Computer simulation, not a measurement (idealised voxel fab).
The following is a process module called voxel wiring stack.
240 nm wide, 5 nm square cells: that's cross-section cut.
A cross-section is a grid of square cells, given in bands from the top down. A band is one or more rows of cells.
The band entry comprises the height of the band's top followed by the height of its bottom, expressed in nm, and subsequently the band's materials from left to right, each stated together with its width in nm. Where a single material is marked with the word "full width", that material fills the band from edge to edge. The word "empty" represents empty space.
Heights are measured from 0, the level below which the as-received wafer is all one material; the lowest band has no bottom and continues downward, written as in "0 down".
Note: "30..40" means the width goes from the first number (top row of the band) to the second number (bottom row) in equal steps per row of cells.
For the purposes of this document, the phrase "remained the same" attached to a step denotes that no cell within the cross-section was modified by that step.
In the "Enclosed voids" entry, you get each enclosed empty space of 8 cells or more, one with no open way to the top, written width x height at distance, distance from the left edge, in nm.
Post-settings text on a step line: simulator's own remark regarding the step.
The "overlay nm" setting may appear on a step's line; for a step that uses a mask, it gives how far to the right of its planned position the mask lay, and a negative value indicates the left.

Steps in the process plan
1,RECEIVE, material Si
2,CONFORMAL_DEP, material SiO2, thk nm 10
3,DIRECTIONAL_DEP, material TiN, thk nm 5
4,DIRECTIONAL_DEP, material W, thk nm 25
5,MASKED_ETCH, tone cover, mask id METAL_1, width nm 20, pitch nm 40, etch materials W, depth nm 25, overlay nm 0
6,MASKED_ETCH, tone cover, mask id METAL_1, width nm 20, pitch nm 40, etch materials TiN, depth nm 5, overlay nm 0
7,FILL_DEP, material lowk, thk nm 5
8,CMP, height nm 40
9,CONFORMAL_DEP, material SiCN, thk nm 5
10,DIRECTIONAL_DEP, material lowk, thk nm 10
11,MASKED_ETCH, tone open, mask id PLUG_1, width nm 15, pitch nm 40, etch materials lowk, depth nm 10, overlay nm 0
12,MASKED_ETCH, tone open, mask id PLUG_1, width nm 15, pitch nm 40, etch materials SiCN, depth nm 5, overlay nm 0
13,EPI, material Ru, thk nm 10
14,EPI, material Ru, thk nm 5
15,CONFORMAL_DEP, material SiCN, thk nm 5
16,DIRECTIONAL_DEP, material lowk, thk nm 15
17,PATTERN, tone open, mask id METAL_2, material resist, width nm 20, pitch nm 40, thk nm 15, overlay nm 0
18,DIRECTIONAL_ETCH, etch materials lowk, depth nm 15
19,DIRECTIONAL_ETCH, etch materials SiCN, depth nm 5
20,STRIP, etch materials resist
21,CONFORMAL_DEP, material TiN, thk nm 5
22,FILL_DEP, material Cu, thk nm 10
23,CMP, height nm 75
24,EPI, material Ru, thk nm 5
25,FILL_DEP, material SiCN, thk nm 5
26,DIRECTIONAL_DEP, material lowk, thk nm 20
27,MASKED_ETCH, tone open, mask id PLUG_2, width nm 15, pitch nm 80, etch materials lowk, depth nm 20, overlay nm 0
28,MASKED_ETCH, tone open, mask id PLUG_2, width nm 15, pitch nm 80, etch materials SiCN, depth nm 5, overlay nm 0
29,EPI, material Ru, thk nm 10
30,EPI, material Ru, thk nm 10
31,EPI, material Ru, thk nm 5
32,CONFORMAL_DEP, material SiCN, thk nm 5
33,DIRECTIONAL_DEP, material lowk, thk nm 25
34,PATTERN, tone open, mask id METAL_3, material resist, width nm 20, pitch nm 40, thk nm 20, overlay nm 0
35,DIRECTIONAL_ETCH, etch materials lowk, depth nm 25
36,DIRECTIONAL_ETCH, etch materials SiCN, depth nm 5
37,STRIP, etch materials resist
38,CONFORMAL_DEP, material TiN, thk nm 5
39,FILL_DEP, material Ru, thk nm 10
40,CMP, height nm 135
41,CONFORMAL_DEP, material SiCN, thk nm 5

The first of the two wafers, which ran as planned

As-received state of the wafer in cross-section, equivalent to post-step 1
* 0 down: Si full width
* Enclosed voids: none

Cross-sectional representation of the wafer at the conclusion of step 2
* 10 to 0: SiO2 full width
* Heights below 0 show no change.

Cross-sectional representation of the wafer at the conclusion of step 3
* 15 to 10: TiN full width
* Heights below 10 show no change.

Cross-sectional representation of the wafer at the conclusion of step 4
* 40 to 15: W full width
* Heights below 15 show no change.

Cross-sectional representation of the wafer at the conclusion of step 5
* 40 to 15: 50 of empty | 20 of W | 20 of empty | 20 of W | 20 of empty | 20 of W | 20 of empty | 20 of W | 50 of empty
* Heights below 15 show no change.

Cross-sectional representation of the wafer at the conclusion of step 6
* 40 to 15: 50 of empty | 20 of W | 20 of empty | 20 of W | 20 of empty | 20 of W | 20 of empty | 20 of W | 50 of empty
* 15 to 10: 50 of empty | 20 of TiN | 20 of empty | 20 of TiN | 20 of empty | 20 of TiN | 20 of empty | 20 of TiN | 50 of empty
* Heights below 10 show no change.

Cross-sectional representation of the wafer at the conclusion of step 7
* 45 to 40: lowk full width
* 40 to 15: 50 of lowk | 20 of W | 20 of lowk | 20 of W | 20 of lowk | 20 of W | 20 of lowk | 20 of W | 50 of lowk
* 15 to 10: 50 of lowk | 20 of TiN | 20 of lowk | 20 of TiN | 20 of lowk | 20 of TiN | 20 of lowk | 20 of TiN | 50 of lowk
* Heights below 10 show no change.

Cross-sectional representation of the wafer at the conclusion of step 8
* 40 to 15: 50 of lowk | 20 of W | 20 of lowk | 20 of W | 20 of lowk | 20 of W | 20 of lowk | 20 of W | 50 of lowk
* Heights below 15 show no change.

Cross-sectional representation of the wafer at the conclusion of step 9
* 45 to 40: SiCN full width
* Heights below 40 show no change.

Cross-sectional representation of the wafer at the conclusion of step 10
* 55 to 45: lowk full width
* Heights below 45 show no change.

Cross-sectional representation of the wafer at the conclusion of step 11
* 55 to 45: 50 of lowk | 15 of empty | 25 of lowk | 15 of empty | 25 of lowk | 15 of empty | 25 of lowk | 15 of empty | 55 of lowk
* Heights below 45 show no change.

Cross-sectional representation of the wafer at the conclusion of step 12
* 55 to 45: 50 of lowk | 15 of empty | 25 of lowk | 15 of empty | 25 of lowk | 15 of empty | 25 of lowk | 15 of empty | 55 of lowk
* 45 to 40: 50 of SiCN | 15 of empty | 25 of SiCN | 15 of empty | 25 of SiCN | 15 of empty | 25 of SiCN | 15 of empty | 55 of SiCN
* Heights below 40 show no change.

Cross-sectional representation of the wafer at the conclusion of step 13
* 55 to 50: 50 of lowk | 15 of empty | 25 of lowk | 15 of empty | 25 of lowk | 15 of empty | 25 of lowk | 15 of empty | 55 of lowk
* 50 to 45: 50 of lowk | 15 of Ru | 25 of lowk | 15 of Ru | 25 of lowk | 15 of Ru | 25 of lowk | 15 of Ru | 55 of lowk
* 45 to 40: 50 of SiCN | 15 of Ru | 25 of SiCN | 15 of Ru | 25 of SiCN | 15 of Ru | 25 of SiCN | 15 of Ru | 55 of SiCN
* Heights below 40 show no change.

Cross-sectional representation of the wafer at the conclusion of step 14
* 55 to 45: 50 of lowk | 15 of Ru | 25 of lowk | 15 of Ru | 25 of lowk | 15 of Ru | 25 of lowk | 15 of Ru | 55 of lowk
* Heights below 45 show no change.

Cross-sectional representation of the wafer at the conclusion of step 15
* 60 to 55: SiCN full width
* Heights below 55 show no change.

Cross-sectional representation of the wafer at the conclusion of step 16
* 75 to 60: lowk full width
* Heights below 60 show no change.

Cross-sectional representation of the wafer at the conclusion of step 17
* 90 to 75: 50 of resist | 20 of empty | 20 of resist | 20 of empty | 20 of resist | 20 of empty | 20 of resist | 20 of empty | 50 of resist
* Heights below 75 show no change.

Cross-sectional representation of the wafer at the conclusion of step 18
* 90 to 75: 50 of resist | 20 of empty | 20 of resist | 20 of empty | 20 of resist | 20 of empty | 20 of resist | 20 of empty | 50 of resist
* 75 to 60: 50 of lowk | 20 of empty | 20 of lowk | 20 of empty | 20 of lowk | 20 of empty | 20 of lowk | 20 of empty | 50 of lowk
* Heights below 60 show no change.

Cross-sectional representation of the wafer at the conclusion of step 19
* 90 to 75: 50 of resist | 20 of empty | 20 of resist | 20 of empty | 20 of resist | 20 of empty | 20 of resist | 20 of empty | 50 of resist
* 75 to 60: 50 of lowk | 20 of empty | 20 of lowk | 20 of empty | 20 of lowk | 20 of empty | 20 of lowk | 20 of empty | 50 of lowk
* 60 to 55: 50 of SiCN | 20 of empty | 20 of SiCN | 20 of empty | 20 of SiCN | 20 of empty | 20 of SiCN | 20 of empty | 50 of SiCN
* Heights below 55 show no change.

Cross-sectional representation of the wafer at the conclusion of step 20
* 75 to 60: 50 of lowk | 20 of empty | 20 of lowk | 20 of empty | 20 of lowk | 20 of empty | 20 of lowk | 20 of empty | 50 of lowk
* Heights below 60 show no change.

Cross-sectional representation of the wafer at the conclusion of step 21
* 80 to 75: 55 of TiN | 10 of empty | 30 of TiN | 10 of empty | 30 of TiN | 10 of empty | 30 of TiN | 10 of empty | 55 of TiN
* 75 to 60: 50 of lowk | 5 of TiN | 10 of empty | 5 of TiN | 20 of lowk | 5 of TiN | 10 of empty | 5 of TiN | 20 of lowk | 5 of TiN | 10 of empty | 5 of TiN | 20 of lowk | 5 of TiN | 10 of empty | 5 of TiN | 50 of lowk
* 60 to 55: 50 of SiCN | 20 of TiN | 20 of SiCN | 20 of TiN | 20 of SiCN | 20 of TiN | 20 of SiCN | 20 of TiN | 50 of SiCN
* Heights below 55 show no change.

Cross-sectional representation of the wafer at the conclusion of step 22
* 90 to 80: Cu full width
* 80 to 75: 55 of TiN | 10 of Cu | 30 of TiN | 10 of Cu | 30 of TiN | 10 of Cu | 30 of TiN | 10 of Cu | 55 of TiN
* 75 to 60: 50 of lowk | 5 of TiN | 10 of Cu | 5 of TiN | 20 of lowk | 5 of TiN | 10 of Cu | 5 of TiN | 20 of lowk | 5 of TiN | 10 of Cu | 5 of TiN | 20 of lowk | 5 of TiN | 10 of Cu | 5 of TiN | 50 of lowk
* Heights below 60 show no change.

Cross-sectional representation of the wafer at the conclusion of step 23
* 75 to 60: 50 of lowk | 5 of TiN | 10 of Cu | 5 of TiN | 20 of lowk | 5 of TiN | 10 of Cu | 5 of TiN | 20 of lowk | 5 of TiN | 10 of Cu | 5 of TiN | 20 of lowk | 5 of TiN | 10 of Cu | 5 of TiN | 50 of lowk
* Heights below 60 show no change.

Cross-sectional representation of the wafer at the conclusion of step 24
* 80 to 75: 45 of empty | 30 of Ru | 10 of empty | 30 of Ru | 10 of empty | 30 of Ru | 10 of empty | 30 of Ru | 45 of empty
* Heights below 75 show no change.

Cross-sectional representation of the wafer at the conclusion of step 25
* 85 to 80: SiCN full width
* 80 to 75: 45 of SiCN | 30 of Ru | 10 of SiCN | 30 of Ru | 10 of SiCN | 30 of Ru | 10 of SiCN | 30 of Ru | 45 of SiCN
* Heights below 75 show no change.

Cross-sectional representation of the wafer at the conclusion of step 26
* 105 to 85: lowk full width
* Heights below 85 show no change.

Cross-sectional representation of the wafer at the conclusion of step 27
* 105 to 85: 50 of lowk | 15 of empty | 65 of lowk | 15 of empty | 95 of lowk
* Heights below 85 show no change.

Cross-sectional representation of the wafer at the conclusion of step 28
* 105 to 85: 50 of lowk | 15 of empty | 65 of lowk | 15 of empty | 95 of lowk
* 85 to 80: 50 of SiCN | 15 of empty | 65 of SiCN | 15 of empty | 95 of SiCN
* Heights below 80 show no change.

Cross-sectional representation of the wafer at the conclusion of step 29
* 105 to 90: 50 of lowk | 15 of empty | 65 of lowk | 15 of empty | 95 of lowk
* 90 to 85: 50 of lowk | 15 of Ru | 65 of lowk | 15 of Ru | 95 of lowk
* 85 to 80: 50 of SiCN | 15 of Ru | 65 of SiCN | 15 of Ru | 95 of SiCN
* Heights below 80 show no change.

Cross-sectional representation of the wafer at the conclusion of step 30
* 105 to 100: 50 of lowk | 15 of empty | 65 of lowk | 15 of empty | 95 of lowk
* 100 to 85: 50 of lowk | 15 of Ru | 65 of lowk | 15 of Ru | 95 of lowk
* Heights below 85 show no change.

Cross-sectional representation of the wafer at the conclusion of step 31
* 105 to 85: 50 of lowk | 15 of Ru | 65 of lowk | 15 of Ru | 95 of lowk
* Heights below 85 show no change.

Cross-sectional representation of the wafer at the conclusion of step 32
* 110 to 105: SiCN full width
* Heights below 105 show no change.

Cross-sectional representation of the wafer at the conclusion of step 33
* 135 to 110: lowk full width
* Heights below 110 show no change.

Cross-sectional representation of the wafer at the conclusion of step 34
* 155 to 135: 50 of resist | 20 of empty | 20 of resist | 20 of empty | 20 of resist | 20 of empty | 20 of resist | 20 of empty | 50 of resist
* Heights below 135 show no change.

Cross-sectional representation of the wafer at the conclusion of step 35
* 155 to 135: 50 of resist | 20 of empty | 20 of resist | 20 of empty | 20 of resist | 20 of empty | 20 of resist | 20 of empty | 50 of resist
* 135 to 110: 50 of lowk | 20 of empty | 20 of lowk | 20 of empty | 20 of lowk | 20 of empty | 20 of lowk | 20 of empty | 50 of lowk
* Heights below 110 show no change.

Cross-sectional representation of the wafer at the conclusion of step 36
* 155 to 135: 50 of resist | 20 of empty | 20 of resist | 20 of empty | 20 of resist | 20 of empty | 20 of resist | 20 of empty | 50 of resist
* 135 to 110: 50 of lowk | 20 of empty | 20 of lowk | 20 of empty | 20 of lowk | 20 of empty | 20 of lowk | 20 of empty | 50 of lowk
* 110 to 105: 50 of SiCN | 20 of empty | 20 of SiCN | 20 of empty | 20 of SiCN | 20 of empty | 20 of SiCN | 20 of empty | 50 of SiCN
* Heights below 105 show no change.

Cross-sectional representation of the wafer at the conclusion of step 37
* 135 to 110: 50 of lowk | 20 of empty | 20 of lowk | 20 of empty | 20 of lowk | 20 of empty | 20 of lowk | 20 of empty | 50 of lowk
* Heights below 110 show no change.

Cross-sectional representation of the wafer at the conclusion of step 38
* 140 to 135: 55 of TiN | 10 of empty | 30 of TiN | 10 of empty | 30 of TiN | 10 of empty | 30 of TiN | 10 of empty | 55 of TiN
* 135 to 110: 50 of lowk | 5 of TiN | 10 of empty | 5 of TiN | 20 of lowk | 5 of TiN | 10 of empty | 5 of TiN | 20 of lowk | 5 of TiN | 10 of empty | 5 of TiN | 20 of lowk | 5 of TiN | 10 of empty | 5 of TiN | 50 of lowk
* 110 to 105: 50 of SiCN | 20 of TiN | 20 of SiCN | 20 of TiN | 20 of SiCN | 20 of TiN | 20 of SiCN | 20 of TiN | 50 of SiCN
* Heights below 105 show no change.

Cross-sectional representation of the wafer at the conclusion of step 39
* 150 to 140: Ru full width
* 140 to 135: 55 of TiN | 10 of Ru | 30 of TiN | 10 of Ru | 30 of TiN | 10 of Ru | 30 of TiN | 10 of Ru | 55 of TiN
* 135 to 110: 50 of lowk | 5 of TiN | 10 of Ru | 5 of TiN | 20 of lowk | 5 of TiN | 10 of Ru | 5 of TiN | 20 of lowk | 5 of TiN | 10 of Ru | 5 of TiN | 20 of lowk | 5 of TiN | 10 of Ru | 5 of TiN | 50 of lowk
* Heights below 110 show no change.

Cross-sectional representation of the wafer at the conclusion of step 40
* 135 to 110: 50 of lowk | 5 of TiN | 10 of Ru | 5 of TiN | 20 of lowk | 5 of TiN | 10 of Ru | 5 of TiN | 20 of lowk | 5 of TiN | 10 of Ru | 5 of TiN | 20 of lowk | 5 of TiN | 10 of Ru | 5 of TiN | 50 of lowk
* Heights below 110 show no change.

Cross-sectional representation of the wafer at the conclusion of step 41
* 140 to 135: SiCN full width
* Heights below 135 show no change.

Here the second wafer is described. Its start and its plan were those of the first wafer. Its run contained one mistake. Up to and including step 31, it did exactly what the first wafer did

Second wafer, sectioned view, at step 32's planned end time
* 130 to 105: lowk full width
* Heights below 105 show no change.

Second wafer, sectioned view, at step 33's planned end time
* 135 to 130: SiCN full width
* Heights below 130 show no change.

Second wafer, sectioned view, at step 34's planned end time
* 155 to 135: 50 of resist | 20 of empty | 20 of resist | 20 of empty | 20 of resist | 20 of empty | 20 of resist | 20 of empty | 50 of resist
* Heights below 135 show no change.

Second wafer, sectioned view, at step 35's planned end time: remained the same

Second wafer, sectioned view, at step 36's planned end time
* 155 to 135: 50 of resist | 20 of empty | 20 of resist | 20 of empty | 20 of resist | 20 of empty | 20 of resist | 20 of empty | 50 of resist
* 135 to 130: 50 of SiCN | 20 of empty | 20 of SiCN | 20 of empty | 20 of SiCN | 20 of empty | 20 of SiCN | 20 of empty | 50 of SiCN
* Heights below 130 show no change.

Second wafer, sectioned view, at step 37's planned end time
* 135 to 130: 50 of SiCN | 20 of empty | 20 of SiCN | 20 of empty | 20 of SiCN | 20 of empty | 20 of SiCN | 20 of empty | 50 of SiCN
* Heights below 130 show no change.

Second wafer, sectioned view, at step 38's planned end time
* 140 to 135: 55 of TiN | 10 of empty | 30 of TiN | 10 of empty | 30 of TiN | 10 of empty | 30 of TiN | 10 of empty | 55 of TiN
* 135 to 130: 50 of SiCN | 20 of TiN | 20 of SiCN | 20 of TiN | 20 of SiCN | 20 of TiN | 20 of SiCN | 20 of TiN | 50 of SiCN
* Heights below 130 show no change.

Second wafer, sectioned view, at step 39's planned end time
* 150 to 140: Ru full width
* 140 to 135: 55 of TiN | 10 of Ru | 30 of TiN | 10 of Ru | 30 of TiN | 10 of Ru | 30 of TiN | 10 of Ru | 55 of TiN
* Heights below 135 show no change.

Second wafer, sectioned view, at step 40's planned end time
* 135 to 130: 50 of SiCN | 20 of TiN | 20 of SiCN | 20 of TiN | 20 of SiCN | 20 of TiN | 20 of SiCN | 20 of TiN | 50 of SiCN
* Heights below 130 show no change.

Second wafer, sectioned view, at step 41's planned end time
* 140 to 135: SiCN full width
* Heights below 135 show no change.
What went wrong in running the wafer? so 32 and 33 got swapped relative to the plan, each ran where the other was supposed to
Counted in cells at the end, the second wafer holds more or fewer of these materials than the first: -40 Ru; -40 TiN; +80 lowk
